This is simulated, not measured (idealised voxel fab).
A process module follows: voxel trench capacitor.
This is section cut - it's 160 nm across, gridded in 5 nm square cells.
Each cross-section below is a grid of square cells, stated as bands in top-down order, with one or more rows of cells making up each band. Band entry format. Leading values: height of top, height of bottom, nm. Remainder: materials in left-to-right order, each with its width in nm. Special words: "edge to edge" on a single material, which then fills the band edge to edge; "blank", empty space. A quick word on heights: they are counted from 0, and under that level the wafer as it came to us is one material throughout. The lowest band is different from the rest in having no bottom; it simply continues downward, written as in "0 -> down". The two numbers in a width such as "30 to 40" mark its ends across the band: the first belongs to the top row of cells, the second to the bottom row, and from each row to the next the width moves by the same amount. Key: "all unchanged" - step with no changed cell in the cross-section. Voids not open to the top, 8 cells minimum: see "Non-vented voids". Written width x height at distance; distance is from the left edge; nm. The remark found on a step's line after its settings is issued by the simulator itself and pertains to that step. Regarding "overlay nm": on a step with a mask, it is the distance the mask lay to the right of its planned place; a negative value places it to the left.

PROCESS STEPS (PLANNED)
step 1: op RECEIVE | material Si
step 2: op CONFORMAL_DEP | material SiN | thk nm 5
step 3: op PATTERN | tone open | mask id TRENCH | material resist | width nm 30 | pitch nm 50 | thk nm 20 | overlay nm 0
step 4: op DIRECTIONAL_ETCH | etch materials SiN | depth nm 5
step 5: op DIRECTIONAL_ETCH | etch materials Si | depth nm 25
step 6: op STRIP | etch materials resist
step 7: op CONFORMAL_DEP | material Al2O3 | thk nm 5
step 8: op CONFORMAL_DEP | material TiN | thk nm 5
step 9: op FILL_DEP | material W | thk nm 10
step 10: op CMP | height nm 5

WAFER AS RECEIVED: CROSS-SECTION FOLLOWING STEP 1
> 0 -> down  Si edge to edge
> Non-vented voids: none

FIRST OF TWO WAFERS, END-OF-MODULE SECTION, RUN FOLLOWED PLAN
> 5 -> 0  15 SiN  5 Al2O3  5 TiN  10 W  5 TiN  5 Al2O3  20 SiN  5 Al2O3  5 TiN  10 W  5 TiN  5 Al2O3  20 SiN  5 Al2O3  5 TiN  10 W  5 TiN  5 Al2O3  15 SiN
> 0 -> -15  15 Si  5 Al2O3  5 TiN  10 W  5 TiN  5 Al2O3  20 Si  5 Al2O3  5 TiN  10 W  5 TiN  5 Al2O3  20 Si  5 Al2O3  5 TiN  10 W  5 TiN  5 Al2O3  15 Si
> -15 -> -20  15 Si  5 Al2O3  20 TiN  5 Al2O3  20 Si  5 Al2O3  20 TiN  5 Al2O3  20 Si  5 Al2O3  20 TiN  5 Al2O3  15 Si
> -20 -> -25  15 Si  30 Al2O3  20 Si  30 Al2O3  20 Si  30 Al2O3  15 Si
> -25 -> down  Si edge to edge
> Non-vented voids: none

CROSS-SECTIONAL VIEW: SECOND OF TWO WAFERS, END OF MODULE; START AND PLAN IDENTICAL TO THE FIRST, ONE MISTAKE IN RUNNING
> 5 -> 0  20 SiN  5 Al2O3  10 TiN  5 Al2O3  30 SiN  5 Al2O3  10 TiN  5 Al2O3  30 SiN  5 Al2O3  10 TiN  5 Al2O3  20 SiN
> 0 -> -20  20 Si  5 Al2O3  10 TiN  5 Al2O3  30 Si  5 Al2O3  10 TiN  5 Al2O3  30 Si  5 Al2O3  10 TiN  5 Al2O3  20 Si
> -20 -> -25  20 Si  20 Al2O3  30 Si  20 Al2O3  30 Si  20 Al2O3  20 Si
> -25 -> down  Si edge to edge
> Non-vented voids: none
The mistake made against the process plan was this: in deviation from the planned setting, step 3 was conducted as op PATTERN | tone open | mask id TRENCH | material resist | width nm 20 | pitch nm 50 | thk nm 20 | overlay nm 0
Looking at both finished wafers in cells, the second ends up ahead of or behind the first on some materials: Al2O3: 6 fewer, Si: 30 more, SiN: 6 more, TiN: 6 fewer, W: 24 fewer
